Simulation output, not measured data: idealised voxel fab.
process module | voxel tone inversion
cross-section cut | 295 nm wide | cells 5 nm
A cross-section is a grid of square cells, given in bands from the top down. A band is one or more rows of cells.
Each band's line starts with the height of the band's top and of its bottom, in nm. Then come its materials from left to right, each with its width in nm. One material with "throughout" fills the band from edge to edge. "air" is empty space.
Height 0 is the level under which the wafer as received is all one material. The lowest band goes on downwards, as in "0 down".
A width such as "30 to 40" changes by the same amount from each row of cells to the next, from the band's top row to its bottom row.
"no change" after a step means that no cell of the cross-section changed.
closed voids: empty space of 8 cells or more with no open way to the top, each as width x height at its distance from the left edge, in nm
after a step's settings: what the simulator itself notes on the step
overlay nm, on a step with a mask: how far to the right of its planned place the mask lay; to the left if negative
plan
1 op RECEIVE | material Si
2 op CONFORMAL_DEP | material SiN | thk nm 10
3 op DIRECTIONAL_DEP | material polySi | thk nm 15
4 op PATTERN | tone cover | mask id POSTS | material resist | width nm 15 | pitch nm 40 | thk nm 25 | overlay nm 0
5 op DIRECTIONAL_ETCH | etch materials polySi | depth nm 15
6 op STRIP | etch materials resist
7 op FILL_DEP | material lowk | thk nm 5
8 op CMP | height nm 25
9 op STRIP | etch materials polySi
10 op CONFORMAL_DEP | material TiN | thk nm 5
11 op FILL_DEP | material Ru | thk nm 5
12 op CMP | height nm 25
13 op CONFORMAL_DEP | material SiN | thk nm 5
as received, after step 1
  0 down: Si throughout
  closed voids: none
a wafer at the end: this start, this plan, one mistake
  30 to 25: SiN throughout
  25 to 15: lowk 115 | TiN 5 | Ru 15 | TiN 5 | lowk 15 | TiN 5 | Ru 15 | TiN 5 | lowk 115
  15 to 10: lowk 115 | TiN 25 | lowk 15 | TiN 25 | lowk 115
  10 to 0: SiN throughout
  0 down: Si throughout
  closed voids: none
what went wrong: step 4 ran as: op PATTERN | tone cover | mask id POSTS | material resist | width nm 25 | pitch nm 40 | thk nm 25 | overlay nm 0
